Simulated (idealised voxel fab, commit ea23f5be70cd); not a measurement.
process module | voxel fin reveal
cross-section cut | 170 nm wide | cells 5 nm
A cross-section is a grid of square cells, given in bands from the top down. A band is one or more rows of cells.
Each band's line starts with the height of the band's top and of its bottom, in nm. Then come its materials from left to right, each with its width in nm. One material with "throughout" fills the band from edge to edge. "air" is empty space.
Height 0 is the level under which the wafer as received is all one material. The lowest band goes on downwards, as in "0 down".
A width such as "30 to 40" changes by the same amount from each row of cells to the next, from the band's top row to its bottom row.
"no change" after a step means that no cell of the cross-section changed.
closed voids: empty space of 8 cells or more with no open way to the top, each as width x height at its distance from the left edge, in nm
after a step's settings: what the simulator itself notes on the step
overlay nm, on a step with a mask: how far to the right of its planned place the mask lay; to the left if negative
plan
1 op RECEIVE | material Si
2 op CONFORMAL_DEP | material SiN | thk nm 5
3 op PATTERN | tone cover | mask id FINS | material resist | width nm 15 | pitch nm 40 | thk nm 20 | overlay nm 0
4 op DIRECTIONAL_ETCH | etch materials SiN | depth nm 5
5 op DIRECTIONAL_ETCH | etch materials Si | depth nm 35
6 op STRIP | etch materials resist
7 op FILL_DEP | material SiO2 | thk nm 15
8 op CMP | height nm 5
9 op SELECTIVE_ETCH | etch materials SiO2 | depth nm 20
10 op STRIP | etch materials SiN
as received, after step 1
  0 down: Si throughout
  closed voids: none
a wafer at the end: this start, this plan, one mistake
  0 to -15: air 45 | Si 15 | air 25 | Si 15 | air 70
  -15 to -35: SiO2 45 | Si 15 | SiO2 25 | Si 15 | SiO2 70
  -35 down: Si throughout
  closed voids: none
what went wrong: step 3 ran as: op PATTERN | tone cover | mask id FINS | material resist | width nm 15 | pitch nm 40 | thk nm 20 | overlay nm -10
